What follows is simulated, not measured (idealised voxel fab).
Process module name: voxel spacer lines
Section cut is 200 nm wide and gridded with 5 nm square cells.
Throughout this document, each cross-section is represented as a grid of square cells and is presented as a sequence of bands enumerated from the top downward, where a band comprises one or more rows of cells.
A band entry consists of two parts. The first gives the height of the band's top and the height of its bottom, in nm. The rest lists the band's materials from left to right, each with its width in nm. A single material labelled with the word "throughout" fills the band from edge to edge, and the word "blank" marks empty space.
Heads up on the height convention: 0 is the point under which the incoming wafer is all one material, and the lowest band has no bottom, it just keeps going down, like "z 0 and below".
Read "30 to 40" as a graded width: first number on top, second number at the bottom, same change between each pair of neighbouring rows.
"remained unchanged" -> step changed no cross-section cell.
The entry "Enclosed void inventory" lists the empty spaces that cover at least 8 cells and have no open path to the top. Each is written as width x height at distance, where the distance is measured from the left edge and all three values are in nm.
Post-settings text on a step line: simulator's own remark regarding the step.
overlay nm: mask right of planned place by this much (step with mask). Neg. = left.
These are the steps we planned for the process
- 1: op RECEIVE | material Si
- 2: op CONFORMAL_DEP | material Al2O3 | thk nm 5
- 3: op DIRECTIONAL_DEP | material TiN | thk nm 15
- 4: op DIRECTIONAL_DEP | material aC | thk nm 25
- 5: op PATTERN | tone cover | mask id MANDREL | material resist | width nm 15 | pitch nm 60 | thk nm 35 | overlay nm 0
- 6: op DIRECTIONAL_ETCH | etch materials aC | depth nm 25
- 7: op STRIP | etch materials resist
- 8: op CONFORMAL_DEP | material SiO2 | thk nm 10
- 9: op DIRECTIONAL_ETCH | etch materials SiO2 | depth nm 10
- 10: op STRIP | etch materials aC
- 11: op DIRECTIONAL_ETCH | etch materials TiN | depth nm 15
- 12: op STRIP | etch materials SiO2
- 13: op FILL_DEP | material lowk | thk nm 5
- 14: op CMP | height nm 20
Across this set of wafers, the varied parameter is the width nm of step 5. Starting conditions are identical for every wafer, and the plan reports the value assigned to the first wafer.
Cut through the first of several wafers as received, post step 1
z 0 and below  Si throughout
Enclosed void inventory: none
Below is a per-wafer table. In it, each row describes the wafer at the end of the module by giving, for each material, the number of cells gained (+) or lost (-) since the wafer was received, and after that the closed voids of the wafer
width nm 15 | +40 Al2O3 | +24 TiN | +96 lowk | Enclosed void inventory: none
width nm 20 | +40 Al2O3 | +24 TiN | +96 lowk | Enclosed void inventory: none
width nm 25 | +40 Al2O3 | +24 TiN | +96 lowk | Enclosed void inventory: none
width nm 30 | +40 Al2O3 | +24 TiN | +96 lowk | Enclosed void inventory: none
width nm 35 | +40 Al2O3 | +24 TiN | +96 lowk | Enclosed void inventory: none
